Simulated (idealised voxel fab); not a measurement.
The following process module bears the name voxel ribs on slabs.
Cross-section cut: width 175 nm, square cells of 5 nm.
Cross-sections here: square-cell grids, written as top-down lists of bands, a band being one or more rows of cells. Basically the band line says how high the top is and how high the bottom is, in nm, and then what's in it from left to right, every material with its width in nm. Empty space shows up as "air", and if a single material carries "full width" it runs the full band edge to edge. Convention: height 0 is the level below which the wafer, as received, is all one material. The lowest band does not terminate at the bottom but continues downward, represented as "0 -> down". You'd read "30->40" like this: the band's top row of cells is as wide as the first number, its bottom row is as wide as the second, and going down, every row changes width by the same amount as the row before did. "left unchanged" for a step: no cell of the cross-section changed in that step. "Completely enclosed voids" means: voids of 8 cells or more that are shut off from the top with no open way through. Written width x height at distance, distance from the left edge, in nm. Where a step's line continues beyond its settings, the continuation is a remark by the simulator itself on that step. The line of a step may include "overlay nm". On a step with a mask, this value is how far to the right of its planned place the mask lay. A negative value means the mask lay to the left.
[The process steps that were planned are listed below]
1 RECEIVE with material Si
2 DIRECTIONAL_DEP with material SiO2, thk nm 30
3 DIRECTIONAL_DEP with material SiN, thk nm 15
4 DIRECTIONAL_DEP with material aC, thk nm 15
5 PATTERN with tone cover, mask id RIB, material resist, width nm 15, thk nm 35, overlay nm 0
6 DIRECTIONAL_ETCH with etch materials aC, depth nm 15
7 STRIP with etch materials resist
8 DIRECTIONAL_ETCH with etch materials SiN, depth nm 5
9 STRIP with etch materials aC
10 DIRECTIONAL_DEP with material aC, thk nm 15
11 PATTERN with tone cover, mask id SLAB, material resist, width nm 45, thk nm 35, overlay nm 0
12 DIRECTIONAL_ETCH with etch materials aC, depth nm 15
13 STRIP with etch materials resist
14 DIRECTIONAL_ETCH with etch materials SiN, depth nm 10
15 STRIP with etch materials aC
16 FILL_DEP with material SiO2, thk nm 20
17 CMP with height nm 55
18 DIRECTIONAL_DEP with material W, thk nm 10
19 DIRECTIONAL_DEP with material aC, thk nm 10
20 PATTERN with tone cover, mask id HEATER, material resist, width nm 25, thk nm 30, overlay nm 0
21 DIRECTIONAL_ETCH with etch materials aC, depth nm 10
22 STRIP with etch materials resist
23 DIRECTIONAL_ETCH with etch materials W, depth nm 10
24 STRIP with etch materials aC
25 CONFORMAL_DEP with material SiN, thk nm 10
[Cross-section, incoming material, after step 1]
  0 -> down | Si full width
  Completely enclosed voids: none
[First wafer of two, sectioned at end of module; run went per plan]
  75 -> 65 | 65 of air / 45 of SiN / 65 of air
  65 -> 55 | 75 of SiN / 25 of W / 75 of SiN
  55 -> 45 | SiO2 full width
  45 -> 40 | 80 of SiO2 / 15 of SiN / 80 of SiO2
  40 -> 30 | 65 of SiO2 / 45 of SiN / 65 of SiO2
  30 -> 0 | SiO2 full width
  0 -> down | Si full width
  Completely enclosed voids: none
[Here's the second of our two wafers sectioned at module end. Same start as the first, same plan, but one mistake got made running it]
  75 -> 65 | 85 of SiN / 5 of air / 85 of SiN
  65 -> 55 | 75 of W / 25 of SiN / 75 of W
  55 -> 45 | SiO2 full width
  45 -> 40 | 80 of SiO2 / 15 of SiN / 80 of SiO2
  40 -> 30 | 65 of SiO2 / 45 of SiN / 65 of SiO2
  30 -> 0 | SiO2 full width
  0 -> down | Si full width
  Completely enclosed voids: none
Against the plan, the run slipped here: for step 20, the planned setting was not used; the step was instead run as PATTERN with tone open, mask id HEATER, material resist, width nm 25, thk nm 30, overlay nm 0
Looking at both finished wafers in cells, the second ends up ahead of or behind the first on some materials: 50 more of W
